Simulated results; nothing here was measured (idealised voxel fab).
Title: Process Module voxel self aligned vias
cross-section cut | 275 nm wide | cells 5 nm
Cross-section layout: square cells on a grid; listed as bands, top to bottom; a band spans one or more cell rows.
What a band's entry tells you: where the top is and where the bottom is, as heights in nm, and after that what lies inside, material by material from left to right, each with its width in nm. Empty space is written as the word "empty", and a single material marked with the word "throughout" occupies the band from edge to edge.
Ref level 0: as-received wafer is one material below here. Bottom band extends down with no lower bound ("top 0, no bottom").
Width: "30->40" (first number = top row, second number = bottom row, same change from row to row of cells).
Step note "no modifications" = no cross-section cell changed.
So "Enclosed void entries" is basically the list of trapped voids: any empty space of 8 cells or more that can't reach the top through an opening. They're written width x height at distance, the distance being from the left edge, and it's all nm.
On each step's line, the part that comes after the settings is the simulator's own comment on the step.
A step's line can hold "overlay nm"; with a mask on that step, the setting says how far right of the planned place the mask lay, while a negative setting says it lay to the left.
The planned process steps are enumerated hereunder:
1: op RECEIVE | material Si
2: op CONFORMAL_DEP | material SiO2 | thk nm 10
3: op CONFORMAL_DEP | material SiCN | thk nm 5
4: op DIRECTIONAL_DEP | material SiO2 | thk nm 20
5: op PATTERN | tone open | mask id LINES | material resist | width nm 20 | pitch nm 65 | thk nm 15 | overlay nm 0
6: op DIRECTIONAL_ETCH | etch materials SiO2 | depth nm 20
7: op STRIP | etch materials resist
8: op CONFORMAL_DEP | material TiN | thk nm 5
9: op FILL_DEP | material W | thk nm 5
10: op CMP | height nm 35
11: op SELECTIVE_ETCH | etch materials W Ru TiN | depth nm 10
12: op FILL_DEP | material SiN | thk nm 5
13: op CMP | height nm 35
14: op DIRECTIONAL_DEP | material SiO2 | thk nm 15
15: op MASKED_ETCH | tone open | mask id VIAS | width nm 40 | pitch nm 65 | etch materials SiO2 | depth nm 15 | overlay nm 0
16: op MASKED_ETCH | tone open | mask id VIAS | width nm 40 | pitch nm 65 | etch materials SiN | depth nm 10 | overlay nm 0
17: op CONFORMAL_DEP | material TiN | thk nm 5
18: op FILL_DEP | material Ru | thk nm 10
19: op CMP | height nm 50
20: op CONFORMAL_DEP | material SiN | thk nm 5
The first wafer of two, processed as planned:
As-received state of the wafer in cross-section, equivalent to post-step 1:
> top 0, no bottom = Si throughout
> Enclosed void entries: none
Wafer after step 2 (cross-section):
> top 10, bottom 0 = SiO2 throughout
> For the remainder of the cross-section, below 0, there is no change.
Wafer after step 3 (cross-section):
> top 15, bottom 10 = SiCN throughout
> For the remainder of the cross-section, below 10, there is no change.
Wafer after step 4 (cross-section):
> top 35, bottom 15 = SiO2 throughout
> For the remainder of the cross-section, below 15, there is no change.
Wafer after step 5 (cross-section):
> top 50, bottom 35 = resist (60) / empty (20) / resist (45) / empty (20) / resist (45) / empty (20) / resist (65)
> For the remainder of the cross-section, below 35, there is no change.
Wafer after step 6 (cross-section):
> top 50, bottom 35 = resist (60) / empty (20) / resist (45) / empty (20) / resist (45) / empty (20) / resist (65)
> top 35, bottom 15 = SiO2 (60) / empty (20) / SiO2 (45) / empty (20) / SiO2 (45) / empty (20) / SiO2 (65)
> For the remainder of the cross-section, below 15, there is no change.
Wafer after step 7 (cross-section):
> top 35, bottom 15 = SiO2 (60) / empty (20) / SiO2 (45) / empty (20) / SiO2 (45) / empty (20) / SiO2 (65)
> For the remainder of the cross-section, below 15, there is no change.
Wafer after step 8 (cross-section):
> top 40, bottom 35 = TiN (65) / empty (10) / TiN (55) / empty (10) / TiN (55) / empty (10) / TiN (70)
> top 35, bottom 20 = SiO2 (60) / TiN (5) / empty (10) / TiN (5) / SiO2 (45) / TiN (5) / empty (10) / TiN (5) / SiO2 (45) / TiN (5) / empty (10) / TiN (5) / SiO2 (65)
> top 20, bottom 15 = SiO2 (60) / TiN (20) / SiO2 (45) / TiN (20) / SiO2 (45) / TiN (20) / SiO2 (65)
> For the remainder of the cross-section, below 15, there is no change.
Wafer after step 9 (cross-section):
> top 45, bottom 40 = W throughout
> top 40, bottom 35 = TiN (65) / W (10) / TiN (55) / W (10) / TiN (55) / W (10) / TiN (70)
> top 35, bottom 20 = SiO2 (60) / TiN (5) / W (10) / TiN (5) / SiO2 (45) / TiN (5) / W (10) / TiN (5) / SiO2 (45) / TiN (5) / W (10) / TiN (5) / SiO2 (65)
> For the remainder of the cross-section, below 20, there is no change.
Wafer after step 10 (cross-section):
> top 35, bottom 20 = SiO2 (60) / TiN (5) / W (10) / TiN (5) / SiO2 (45) / TiN (5) / W (10) / TiN (5) / SiO2 (45) / TiN (5) / W (10) / TiN (5) / SiO2 (65)
> For the remainder of the cross-section, below 20, there is no change.
Wafer after step 11 (cross-section):
> top 35, bottom 25 = SiO2 (60) / empty (20) / SiO2 (45) / empty (20) / SiO2 (45) / empty (20) / SiO2 (65)
> For the remainder of the cross-section, below 25, there is no change.
Wafer after step 12 (cross-section):
> top 40, bottom 35 = SiN throughout
> top 35, bottom 25 = SiO2 (60) / SiN (20) / SiO2 (45) / SiN (20) / SiO2 (45) / SiN (20) / SiO2 (65)
> For the remainder of the cross-section, below 25, there is no change.
Wafer after step 13 (cross-section):
> top 35, bottom 25 = SiO2 (60) / SiN (20) / SiO2 (45) / SiN (20) / SiO2 (45) / SiN (20) / SiO2 (65)
> For the remainder of the cross-section, below 25, there is no change.
Wafer after step 14 (cross-section):
> top 50, bottom 35 = SiO2 throughout
> For the remainder of the cross-section, below 35, there is no change.
Wafer after step 15 (cross-section):
> top 50, bottom 35 = SiO2 (50) / empty (40) / SiO2 (25) / empty (40) / SiO2 (25) / empty (40) / SiO2 (55)
> For the remainder of the cross-section, below 35, there is no change.
Wafer after step 16 (cross-section):
> top 50, bottom 35 = SiO2 (50) / empty (40) / SiO2 (25) / empty (40) / SiO2 (25) / empty (40) / SiO2 (55)
> top 35, bottom 25 = SiO2 (60) / empty (20) / SiO2 (45) / empty (20) / SiO2 (45) / empty (20) / SiO2 (65)
> For the remainder of the cross-section, below 25, there is no change.
Wafer after step 17 (cross-section):
> top 55, bottom 50 = TiN (55) / empty (30) / TiN (35) / empty (30) / TiN (35) / empty (30) / TiN (60)
> top 50, bottom 40 = SiO2 (50) / TiN (5) / empty (30) / TiN (5) / SiO2 (25) / TiN (5) / empty (30) / TiN (5) / SiO2 (25) / TiN (5) / empty (30) / TiN (5) / SiO2 (55)
> top 40, bottom 30 = SiO2 (50->60) / TiN (15->5) / empty (10) / TiN (15->5) / SiO2 (25->45) / TiN (15->5) / empty (10) / TiN (15->5) / SiO2 (25->45) / TiN (15->5) / empty (10) / TiN (15->5) / SiO2 (55->65)
> top 30, bottom 25 = SiO2 (60) / TiN (20) / SiO2 (45) / TiN (20) / SiO2 (45) / TiN (20) / SiO2 (65)
> For the remainder of the cross-section, below 25, there is no change.
Wafer after step 18 (cross-section):
> top 65, bottom 55 = Ru throughout
> top 55, bottom 50 = TiN (55) / Ru (30) / TiN (35) / Ru (30) / TiN (35) / Ru (30) / TiN (60)
> top 50, bottom 40 = SiO2 (50) / TiN (5) / Ru (30) / TiN (5) / SiO2 (25) / TiN (5) / Ru (30) / TiN (5) / SiO2 (25) / TiN (5) / Ru (30) / TiN (5) / SiO2 (55)
> top 40, bottom 30 = SiO2 (50->60) / TiN (15->5) / Ru (10) / TiN (15->5) / SiO2 (25->45) / TiN (15->5) / Ru (10) / TiN (15->5) / SiO2 (25->45) / TiN (15->5) / Ru (10) / TiN (15->5) / SiO2 (55->65)
> For the remainder of the cross-section, below 30, there is no change.
Wafer after step 19 (cross-section):
> top 50, bottom 40 = SiO2 (50) / TiN (5) / Ru (30) / TiN (5) / SiO2 (25) / TiN (5) / Ru (30) / TiN (5) / SiO2 (25) / TiN (5) / Ru (30) / TiN (5) / SiO2 (55)
> For the remainder of the cross-section, below 40, there is no change.
Wafer after step 20 (cross-section):
> top 55, bottom 50 = SiN throughout
> For the remainder of the cross-section, below 50, there is no change.
Wafer two. Identical start, identical plan. One mistake in execution. Identical history through step 14:
Here is the second wafer in cross-section at the point where step 15 of the plan should have been done:
> top 50, bottom 35 = SiO2 (50) / empty (40) / SiO2 (25) / empty (40) / SiO2 (25) / empty (40) / SiO2 (55)
> top 35, bottom 25 = SiO2 (50) / empty (10) / SiN (20) / empty (10) / SiO2 (25) / empty (10) / SiN (20) / empty (10) / SiO2 (25) / empty (10) / SiN (20) / empty (10) / SiO2 (55)
> top 25, bottom 20 = SiO2 (50) / empty (10) / TiN (5) / W (10) / TiN (5) / empty (10) / SiO2 (25) / empty (10) / TiN (5) / W (10) / TiN (5) / empty (10) / SiO2 (25) / empty (10) / TiN (5) / W (10) / TiN (5) / empty (10) / SiO2 (55)
> For the remainder of the cross-section, below 20, there is no change.
Here is the second wafer in cross-section at the point where step 16 of the plan should have been done:
> top 50, bottom 25 = SiO2 (50) / empty (40) / SiO2 (25) / empty (40) / SiO2 (25) / empty (40) / SiO2 (55)
> For the remainder of the cross-section, below 25, there is no change.
Here is the second wafer in cross-section at the point where step 17 of the plan should have been done:
> top 55, bottom 50 = TiN (55) / empty (30) / TiN (35) / empty (30) / TiN (35) / empty (30) / TiN (60)
> top 50, bottom 30 = SiO2 (50) / TiN (5) / empty (30) / TiN (5) / SiO2 (25) / TiN (5) / empty (30) / TiN (5) / SiO2 (25) / TiN (5) / empty (30) / TiN (5) / SiO2 (55)
> top 30, bottom 25 = SiO2 (50) / TiN (40) / SiO2 (25) / TiN (40) / SiO2 (25) / TiN (40) / SiO2 (55)
> top 25, bottom 20 = SiO2 (50) / TiN (15) / W (10) / TiN (15) / SiO2 (25) / TiN (15) / W (10) / TiN (15) / SiO2 (25) / TiN (15) / W (10) / TiN (15) / SiO2 (55)
> For the remainder of the cross-section, below 20, there is no change.
Here is the second wafer in cross-section at the point where step 18 of the plan should have been done:
> top 65, bottom 55 = Ru throughout
> top 55, bottom 50 = TiN (55) / Ru (30) / TiN (35) / Ru (30) / TiN (35) / Ru (30) / TiN (60)
> top 50, bottom 30 = SiO2 (50) / TiN (5) / Ru (30) / TiN (5) / SiO2 (25) / TiN (5) / Ru (30) / TiN (5) / SiO2 (25) / TiN (5) / Ru (30) / TiN (5) / SiO2 (55)
> For the remainder of the cross-section, below 30, there is no change.
Here is the second wafer in cross-section at the point where step 19 of the plan should have been done:
> top 50, bottom 30 = SiO2 (50) / TiN (5) / Ru (30) / TiN (5) / SiO2 (25) / TiN (5) / Ru (30) / TiN (5) / SiO2 (25) / TiN (5) / Ru (30) / TiN (5) / SiO2 (55)
> For the remainder of the cross-section, below 30, there is no change.
Here is the second wafer in cross-section at the point where step 20 of the plan should have been done:
> top 55, bottom 50 = SiN throughout
> For the remainder of the cross-section, below 50, there is no change.
The mistake made against the process plan was this: step 15 was run twice
Wrapping up, a cell-based count of both wafers puts the second over or under the first for these materials: Ru +24; SiO2 -36; TiN +12
